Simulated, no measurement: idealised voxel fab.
process module | voxel released beams
cross-section cut | 280 nm wide | cells 5 nm
A cross-section is a grid of square cells, given in bands from the top down. A band is one or more rows of cells.
Each band's line starts with the height of the band's top and of its bottom, in nm. Then come its materials from left to right, each with its width in nm. One material with "throughout" fills the band from edge to edge. "air" is empty space.
Height 0 is the level under which the wafer as received is all one material. The lowest band goes on downwards, as in "0 down".
A width such as "30 to 40" changes by the same amount from each row of cells to the next, from the band's top row to its bottom row.
"no change" after a step means that no cell of the cross-section changed.
closed voids: empty space of 8 cells or more with no open way to the top, each as width x height at its distance from the left edge, in nm
after a step's settings: what the simulator itself notes on the step
overlay nm, on a step with a mask: how far to the right of its planned place the mask lay; to the left if negative
plan
1 op RECEIVE | material Si
2 op CONFORMAL_DEP | material SiN | thk nm 10
3 op DIRECTIONAL_DEP | material SiO2 | thk nm 15
4 op MASKED_ETCH | tone open | mask id ANCHOR | width nm 40 | etch materials SiO2 | depth nm 15 | overlay nm 0
5 op CONFORMAL_DEP | material W | thk nm 15
6 op DIRECTIONAL_DEP | material aC | thk nm 10
7 op PATTERN | tone cover | mask id BEAM | material resist | width nm 120 | thk nm 25 | overlay nm 0
8 op DIRECTIONAL_ETCH | etch materials aC | depth nm 10
9 op STRIP | etch materials resist
10 op DIRECTIONAL_ETCH | etch materials W | depth nm 15
11 op STRIP | etch materials aC
12 op STRIP | etch materials SiO2
as received, after step 1
  0 down: Si throughout
  closed voids: none
first wafer at the end, as planned
  40 to 25: air 75 | W 20 | air 10 | W 90 | air 85
  25 to 10: air 80 | W 40 | air 160
  10 to 0: SiN throughout
  0 down: Si throughout
  closed voids: none
second wafer at the end: like start, like plan, one mistake
  0 down: Si throughout
  closed voids: none
what went wrong: step 2 ran as: op CONFORMAL_DEP | material SiO2 | thk nm 10
at the end the second wafer has, in cells: 112 fewer of SiN | 90 fewer of W
